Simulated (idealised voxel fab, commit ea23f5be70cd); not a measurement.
process module | voxel lift off
cross-section cut | 185 nm wide | cells 5 nm
A cross-section is a grid of square cells, given in bands from the top down. A band is one or more rows of cells.
Each band's line starts with the height of the band's top and of its bottom, in nm. Then come its materials from left to right, each with its width in nm. One material with "throughout" fills the band from edge to edge. "air" is empty space.
Height 0 is the level under which the wafer as received is all one material. The lowest band goes on downwards, as in "0 down".
A width such as "30 to 40" changes by the same amount from each row of cells to the next, from the band's top row to its bottom row.
"no change" after a step means that no cell of the cross-section changed.
closed voids: empty space of 8 cells or more with no open way to the top, each as width x height at its distance from the left edge, in nm
after a step's settings: what the simulator itself notes on the step
overlay nm, on a step with a mask: how far to the right of its planned place the mask lay; to the left if negative
plan
1 op RECEIVE | material Si
2 op CONFORMAL_DEP | material SiO2 | thk nm 15
3 op PATTERN | tone open | mask id LINES | material resist | width nm 25 | pitch nm 55 | thk nm 25 | overlay nm 0
4 op DIRECTIONAL_DEP | material Ru | thk nm 10
5 op STRIP | etch materials resist
6 op CONFORMAL_DEP | material SiO2 | thk nm 10
as received, after step 1
  0 down: Si throughout
  closed voids: none
first wafer at the end, as planned
  35 to 25: air 40 | SiO2 45 | air 10 | SiO2 45 | air 45
  25 to 15: SiO2 50 | Ru 25 | SiO2 30 | Ru 25 | SiO2 55
  15 to 0: SiO2 throughout
  0 down: Si throughout
  closed voids: none
second wafer at the end: like start, like plan, one mistake
  35 to 25: air 35 | SiO2 110 | air 40
  25 to 15: SiO2 45 | Ru 35 | SiO2 20 | Ru 35 | SiO2 50
  15 to 0: SiO2 throughout
  0 down: Si throughout
  closed voids: none
what went wrong: step 3 ran as: op PATTERN | tone open | mask id LINES | material resist | width nm 35 | pitch nm 55 | thk nm 25 | overlay nm 0
at the end the second wafer has, in cells: 8 more of Ru
